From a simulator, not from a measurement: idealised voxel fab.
process module | voxel self aligned vias
cross-section cut | 225 nm wide | cells 5 nm
A cross-section is a grid of square cells, given in bands from the top down. A band is one or more rows of cells.
Each band's line starts with the height of the band's top and of its bottom, in nm. Then come its materials from left to right, each with its width in nm. One material with "throughout" fills the band from edge to edge. "air" is empty space.
Height 0 is the level under which the wafer as received is all one material. The lowest band goes on downwards, as in "0 down".
A width such as "30 to 40" changes by the same amount from each row of cells to the next, from the band's top row to its bottom row.
"no change" after a step means that no cell of the cross-section changed.
closed voids: empty space of 8 cells or more with no open way to the top, each as width x height at its distance from the left edge, in nm
after a step's settings: what the simulator itself notes on the step
overlay nm, on a step with a mask: how far to the right of its planned place the mask lay; to the left if negative
Each pair below shows a cross-section before one step and the cross-section after it, down to the lowest band that changed. The line under each pair gives the step between them, with its settings. The pairs can come from different runs of this module on the same starting wafer, so a pair continues from the pair above only where its "before" says so.
before
  65 to 50: aC 20 | air 40 | aC 30 | air 40 | aC 30 | air 40 | aC 25
  50 to 35: lowk throughout
  35 to 30: lowk 30 | SiN 30 | lowk 40 | SiN 30 | lowk 40 | SiN 30 | lowk 25
  30 to 20: lowk 30 | TiN 5 | W 20 | TiN 5 | lowk 40 | TiN 5 | W 20 | TiN 5 | lowk 40 | TiN 5 | W 20 | TiN 5 | lowk 25
  20 to 15: lowk 30 | TiN 30 | lowk 40 | TiN 30 | lowk 40 | TiN 30 | lowk 25
  15 to 10: SiCN throughout
  10 to 0: SiO2 throughout
  0 down: Si throughout
  closed voids: none
after
  65 to 50: aC 20 | air 40 | aC 30 | air 40 | aC 30 | air 40 | aC 25
  50 to 35: lowk 20 | air 40 | lowk 30 | air 40 | lowk 30 | air 40 | lowk 25
  below 35: unchanged
  closed voids: none
the step between: op DIRECTIONAL_ETCH | etch materials lowk | depth nm 15
before: the cross-section after the pair above
after
  65 to 50: aC 20 | air 40 | aC 30 | air 40 | aC 30 | air 40 | aC 25
  50 to 35: lowk 20 | air 40 | lowk 30 | air 40 | lowk 30 | air 40 | lowk 25
  35 to 30: lowk 30 | air 30 | lowk 40 | air 30 | lowk 40 | air 30 | lowk 25
  below 30: unchanged
  closed voids: none
the step between: op DIRECTIONAL_ETCH | etch materials SiN | depth nm 5
before: the cross-section after the pair above
after
  50 to 35: lowk 20 | air 40 | lowk 30 | air 40 | lowk 30 | air 40 | lowk 25
  below 35: unchanged
  closed voids: none
the step between: op STRIP | etch materials aC
before: the cross-section after the pair above
after
  55 to 50: TiN 25 | air 30 | TiN 40 | air 30 | TiN 40 | air 30 | TiN 30
  50 to 40: lowk 20 | TiN 5 | air 30 | TiN 5 | lowk 30 | TiN 5 | air 30 | TiN 5 | lowk 30 | TiN 5 | air 30 | TiN 5 | lowk 25
  40 to 35: lowk 20 | TiN 15 | air 20 | TiN 5 | lowk 30 | TiN 15 | air 20 | TiN 5 | lowk 30 | TiN 15 | air 20 | TiN 5 | lowk 25
  35 to 30: lowk 30 | TiN 30 | lowk 40 | TiN 30 | lowk 40 | TiN 30 | lowk 25
  below 30: unchanged
  closed voids: none
the step between: op CONFORMAL_DEP | material TiN | thk nm 5
before: the cross-section after the pair above
after
  65 to 55: Ru throughout
  55 to 50: TiN 25 | Ru 30 | TiN 40 | Ru 30 | TiN 40 | Ru 30 | TiN 30
  50 to 40: lowk 20 | TiN 5 | Ru 30 | TiN 5 | lowk 30 | TiN 5 | Ru 30 | TiN 5 | lowk 30 | TiN 5 | Ru 30 | TiN 5 | lowk 25
  40 to 35: lowk 20 | TiN 15 | Ru 20 | TiN 5 | lowk 30 | TiN 15 | Ru 20 | TiN 5 | lowk 30 | TiN 15 | Ru 20 | TiN 5 | lowk 25
  below 35: unchanged
  closed voids: none
the step between: op FILL_DEP | material Ru | thk nm 10
before: the cross-section after the pair above
after
  50 to 40: lowk 20 | TiN 5 | Ru 30 | TiN 5 | lowk 30 | TiN 5 | Ru 30 | TiN 5 | lowk 30 | TiN 5 | Ru 30 | TiN 5 | lowk 25
  below 40: unchanged
  closed voids: none
the step between: op CMP | height nm 50
before: the cross-section after the pair above
after
  55 to 50: SiN throughout
  below 50: unchanged
  closed voids: none
the step between: op CONFORMAL_DEP | material SiN | thk nm 5
before
  10 to 0: SiO2 throughout
  0 down: Si throughout
  closed voids: none
after
  15 to 10: W throughout
  below 10: unchanged
  closed voids: none
the step between: op CONFORMAL_DEP | material W | thk nm 5
before: the cross-section after the pair above
after
  35 to 15: lowk throughout
  below 15: unchanged
  closed voids: none
the step between: op DIRECTIONAL_DEP | material lowk | thk nm 20
before: the cross-section after the pair above
after
  35 to 15: lowk 25 | air 30 | lowk 40 | air 30 | lowk 40 | air 30 | lowk 30
  below 15: unchanged
  closed voids: none
the step between: op MASKED_ETCH | tone open | mask id LINES | width nm 30 | pitch nm 70 | etch materials lowk | depth nm 20 | overlay nm 0
before: the cross-section after the pair above
after
  40 to 35: TiN 30 | air 20 | TiN 50 | air 20 | TiN 50 | air 20 | TiN 35
  35 to 20: lowk 25 | TiN 5 | air 20 | TiN 5 | lowk 40 | TiN 5 | air 20 | TiN 5 | lowk 40 | TiN 5 | air 20 | TiN 5 | lowk 30
  20 to 15: lowk 25 | TiN 30 | lowk 40 | TiN 30 | lowk 40 | TiN 30 | lowk 30
  below 15: unchanged
  closed voids: none
the step between: op CONFORMAL_DEP | material TiN | thk nm 5
before: the cross-section after the pair above
after
  45 to 40: W throughout
  40 to 35: TiN 30 | W 20 | TiN 50 | W 20 | TiN 50 | W 20 | TiN 35
  35 to 20: lowk 25 | TiN 5 | W 20 | TiN 5 | lowk 40 | TiN 5 | W 20 | TiN 5 | lowk 40 | TiN 5 | W 20 | TiN 5 | lowk 30
  below 20: unchanged
  closed voids: none
the step between: op FILL_DEP | material W | thk nm 5
before: the cross-section after the pair above
after
  35 to 20: lowk 25 | TiN 5 | W 20 | TiN 5 | lowk 40 | TiN 5 | W 20 | TiN 5 | lowk 40 | TiN 5 | W 20 | TiN 5 | lowk 30
  below 20: unchanged
  closed voids: none
the step between: op CMP | height nm 35
before: the cross-section after the pair above
after
  35 to 30: lowk 25 | air 30 | lowk 40 | air 30 | lowk 40 | air 30 | lowk 30
  below 30: unchanged
  closed voids: none
the step between: op SELECTIVE_ETCH | etch materials W Ru TiN | depth nm 5
before: the cross-section after the pair above
after
  45 to 35: SiN throughout
  35 to 30: lowk 25 | SiN 30 | lowk 40 | SiN 30 | lowk 40 | SiN 30 | lowk 30
  below 30: unchanged
  closed voids: none
the step between: op FILL_DEP | material SiN | thk nm 10
before: the cross-section after the pair above
after
  35 to 30: lowk 25 | SiN 30 | lowk 40 | SiN 30 | lowk 40 | SiN 30 | lowk 30
  below 30: unchanged
  closed voids: none
the step between: op CMP | height nm 35
before: the cross-section after the pair above
after
  50 to 35: lowk throughout
  below 35: unchanged
  closed voids: none
the step between: op DIRECTIONAL_DEP | material lowk | thk nm 15
before: the cross-section after the pair above
after
  65 to 50: aC throughout
  below 50: unchanged
  closed voids: none
the step between: op DIRECTIONAL_DEP | material aC | thk nm 15
before: the cross-section after the pair above
after
  100 to 65: resist 20 | air 40 | resist 30 | air 40 | resist 30 | air 40 | resist 25
  below 65: unchanged
  closed voids: none
the step between: op PATTERN | tone open | mask id VIAS | material resist | width nm 40 | pitch nm 70 | thk nm 35 | overlay nm 0
before: the cross-section after the pair above
after
  85 to 65: resist 20 | air 40 | resist 30 | air 40 | resist 30 | air 40 | resist 25
  65 to 50: aC 20 | air 40 | aC 30 | air 40 | aC 30 | air 40 | aC 25
  below 50: unchanged
  closed voids: none
the step between: op DIRECTIONAL_ETCH | etch materials aC | depth nm 15
before: the cross-section after the pair above
after
  65 to 50: aC 20 | air 40 | aC 30 | air 40 | aC 30 | air 40 | aC 25
  below 50: unchanged
  closed voids: none
the step between: op STRIP | etch materials resist
before: the cross-section after the pair above
after
  65 to 50: aC 20 | air 40 | aC 30 | air 40 | aC 30 | air 40 | aC 25
  50 to 35: lowk 20 | air 40 | lowk 30 | air 40 | lowk 30 | air 40 | lowk 25
  below 35: unchanged
  closed voids: none
the step between: op DIRECTIONAL_ETCH | etch materials lowk | depth nm 15
before: the cross-section after the pair above
after
  65 to 50: aC 20 | air 40 | aC 30 | air 40 | aC 30 | air 40 | aC 25
  50 to 35: lowk 20 | air 40 | lowk 30 | air 40 | lowk 30 | air 40 | lowk 25
  35 to 30: lowk 25 | air 30 | lowk 40 | air 30 | lowk 40 | air 30 | lowk 30
  below 30: unchanged
  closed voids: none
the step between: op DIRECTIONAL_ETCH | etch materials SiN | depth nm 5
before: the cross-section after the pair above
after
  50 to 35: lowk 20 | air 40 | lowk 30 | air 40 | lowk 30 | air 40 | lowk 25
  below 35: unchanged
  closed voids: none
the step between: op STRIP | etch materials aC
before: the cross-section after the pair above
after
  55 to 50: TiN 25 | air 30 | TiN 40 | air 30 | TiN 40 | air 30 | TiN 30
  50 to 40: lowk 20 | TiN 5 | air 30 | TiN 5 | lowk 30 | TiN 5 | air 30 | TiN 5 | lowk 30 | TiN 5 | air 30 | TiN 5 | lowk 25
  40 to 35: lowk 20 | TiN 10 | air 20 | TiN 10 | lowk 30 | TiN 10 | air 20 | TiN 10 | lowk 30 | TiN 10 | air 20 | TiN 10 | lowk 25
  35 to 30: lowk 25 | TiN 30 | lowk 40 | TiN 30 | lowk 40 | TiN 30 | lowk 30
  below 30: unchanged
  closed voids: none
the step between: op CONFORMAL_DEP | material TiN | thk nm 5
before: the cross-section after the pair above
after
  65 to 55: Ru throughout
  55 to 50: TiN 25 | Ru 30 | TiN 40 | Ru 30 | TiN 40 | Ru 30 | TiN 30
  50 to 40: lowk 20 | TiN 5 | Ru 30 | TiN 5 | lowk 30 | TiN 5 | Ru 30 | TiN 5 | lowk 30 | TiN 5 | Ru 30 | TiN 5 | lowk 25
  40 to 35: lowk 20 | TiN 10 | Ru 20 | TiN 10 | lowk 30 | TiN 10 | Ru 20 | TiN 10 | lowk 30 | TiN 10 | Ru 20 | TiN 10 | lowk 25
  below 35: unchanged
  closed voids: none
the step between: op FILL_DEP | material Ru | thk nm 10
before: the cross-section after the pair above
after
  50 to 40: lowk 20 | TiN 5 | Ru 30 | TiN 5 | lowk 30 | TiN 5 | Ru 30 | TiN 5 | lowk 30 | TiN 5 | Ru 30 | TiN 5 | lowk 25
  below 40: unchanged
  closed voids: none
the step between: op CMP | height nm 50
before: the cross-section after the pair above
after
  55 to 50: SiN throughout
  below 50: unchanged
  closed voids: none
the step between: op CONFORMAL_DEP | material SiN | thk nm 5
before
  35 to 15: lowk throughout
  15 to 10: SiCN throughout
  10 to 0: SiO2 throughout
  0 down: Si throughout
  closed voids: none
after
  35 to 15: air 25 | lowk 30 | air 40 | lowk 30 | air 40 | lowk 30 | air 30
  below 15: unchanged
  closed voids: none
the step between: op MASKED_ETCH | tone cover | mask id LINES | width nm 30 | pitch nm 70 | etch materials lowk | depth nm 20 | overlay nm 0
before: the cross-section after the pair above
after
  40 to 35: air 20 | TiN 40 | air 30 | TiN 40 | air 30 | TiN 40 | air 25
  35 to 20: air 20 | TiN 5 | lowk 30 | TiN 5 | air 30 | TiN 5 | lowk 30 | TiN 5 | air 30 | TiN 5 | lowk 30 | TiN 5 | air 25
  20 to 15: TiN 25 | lowk 30 | TiN 40 | lowk 30 | TiN 40 | lowk 30 | TiN 30
  below 15: unchanged
  closed voids: none
the step between: op CONFORMAL_DEP | material TiN | thk nm 5
before: the cross-section after the pair above
after
  45 to 40: W throughout
  40 to 35: W 20 | TiN 40 | W 30 | TiN 40 | W 30 | TiN 40 | W 25
  35 to 20: W 20 | TiN 5 | lowk 30 | TiN 5 | W 30 | TiN 5 | lowk 30 | TiN 5 | W 30 | TiN 5 | lowk 30 | TiN 5 | W 25
  below 20: unchanged
  closed voids: none
the step between: op FILL_DEP | material W | thk nm 5
before: the cross-section after the pair above
after
  35 to 20: W 20 | TiN 5 | lowk 30 | TiN 5 | W 30 | TiN 5 | lowk 30 | TiN 5 | W 30 | TiN 5 | lowk 30 | TiN 5 | W 25
  below 20: unchanged
  closed voids: none
the step between: op CMP | height nm 35
before: the cross-section after the pair above
after
  35 to 30: air 25 | lowk 30 | air 40 | lowk 30 | air 40 | lowk 30 | air 30
  below 30: unchanged
  closed voids: none
the step between: op SELECTIVE_ETCH | etch materials W Ru TiN | depth nm 5
before: the cross-section after the pair above
after
  45 to 35: SiN throughout
  35 to 30: SiN 25 | lowk 30 | SiN 40 | lowk 30 | SiN 40 | lowk 30 | SiN 30
  below 30: unchanged
  closed voids: none
the step between: op FILL_DEP | material SiN | thk nm 10
before: the cross-section after the pair above
after
  35 to 30: SiN 25 | lowk 30 | SiN 40 | lowk 30 | SiN 40 | lowk 30 | SiN 30
  below 30: unchanged
  closed voids: none
the step between: op CMP | height nm 35
before: the cross-section after the pair above
after
  50 to 35: lowk throughout
  below 35: unchanged
  closed voids: none
the step between: op DIRECTIONAL_DEP | material lowk | thk nm 15
before: the cross-section after the pair above
after
  65 to 50: aC throughout
  below 50: unchanged
  closed voids: none
the step between: op DIRECTIONAL_DEP | material aC | thk nm 15
before: the cross-section after the pair above
after
  100 to 65: resist 20 | air 40 | resist 30 | air 40 | resist 30 | air 40 | resist 25
  below 65: unchanged
  closed voids: none
the step between: op PATTERN | tone open | mask id VIAS | material resist | width nm 40 | pitch nm 70 | thk nm 35 | overlay nm 0
before: the cross-section after the pair above
after
  85 to 65: resist 20 | air 40 | resist 30 | air 40 | resist 30 | air 40 | resist 25
  65 to 50: aC 20 | air 40 | aC 30 | air 40 | aC 30 | air 40 | aC 25
  below 50: unchanged
  closed voids: none
the step between: op DIRECTIONAL_ETCH | etch materials aC | depth nm 15
before: the cross-section after the pair above
after
  65 to 50: aC 20 | air 40 | aC 30 | air 40 | aC 30 | air 40 | aC 25
  below 50: unchanged
  closed voids: none
the step between: op STRIP | etch materials resist
before: the cross-section after the pair above
after
  65 to 50: aC 20 | air 40 | aC 30 | air 40 | aC 30 | air 40 | aC 25
  50 to 35: lowk 20 | air 40 | lowk 30 | air 40 | lowk 30 | air 40 | lowk 25
  below 35: unchanged
  closed voids: none
the step between: op DIRECTIONAL_ETCH | etch materials lowk | depth nm 15
before: the cross-section after the pair above
after
  65 to 50: aC 20 | air 40 | aC 30 | air 40 | aC 30 | air 40 | aC 25
  50 to 35: lowk 20 | air 40 | lowk 30 | air 40 | lowk 30 | air 40 | lowk 25
  35 to 30: SiN 20 | air 5 | lowk 30 | air 5 | SiN 30 | air 5 | lowk 30 | air 5 | SiN 30 | air 5 | lowk 30 | air 5 | SiN 25
  below 30: unchanged
  closed voids: none
the step between: op DIRECTIONAL_ETCH | etch materials SiN | depth nm 5
before: the cross-section after the pair above
after
  50 to 35: lowk 20 | air 40 | lowk 30 | air 40 | lowk 30 | air 40 | lowk 25
  below 35: unchanged
  closed voids: none
the step between: op STRIP | etch materials aC
before: the cross-section after the pair above
after
  55 to 50: TiN 25 | air 30 | TiN 40 | air 30 | TiN 40 | air 30 | TiN 30
  50 to 40: lowk 20 | TiN 5 | air 30 | TiN 5 | lowk 30 | TiN 5 | air 30 | TiN 5 | lowk 30 | TiN 5 | air 30 | TiN 5 | lowk 25
  40 to 35: lowk 20 | TiN 40 | lowk 30 | TiN 40 | lowk 30 | TiN 40 | lowk 25
  35 to 30: SiN 20 | TiN 5 | lowk 30 | TiN 5 | SiN 30 | TiN 5 | lowk 30 | TiN 5 | SiN 30 | TiN 5 | lowk 30 | TiN 5 | SiN 25
  below 30: unchanged
  closed voids: none
the step between: op CONFORMAL_DEP | material TiN | thk nm 5
before: the cross-section after the pair above
after
  65 to 55: Ru throughout
  55 to 50: TiN 25 | Ru 30 | TiN 40 | Ru 30 | TiN 40 | Ru 30 | TiN 30
  50 to 40: lowk 20 | TiN 5 | Ru 30 | TiN 5 | lowk 30 | TiN 5 | Ru 30 | TiN 5 | lowk 30 | TiN 5 | Ru 30 | TiN 5 | lowk 25
  below 40: unchanged
  closed voids: none
the step between: op FILL_DEP | material Ru | thk nm 10
before: the cross-section after the pair above
after
  50 to 40: lowk 20 | TiN 5 | Ru 30 | TiN 5 | lowk 30 | TiN 5 | Ru 30 | TiN 5 | lowk 30 | TiN 5 | Ru 30 | TiN 5 | lowk 25
  below 40: unchanged
  closed voids: none
the step between: op CMP | height nm 50
before: the cross-section after the pair above
after
  55 to 50: SiN throughout
  below 50: unchanged
  closed voids: none
the step between: op CONFORMAL_DEP | material SiN | thk nm 5
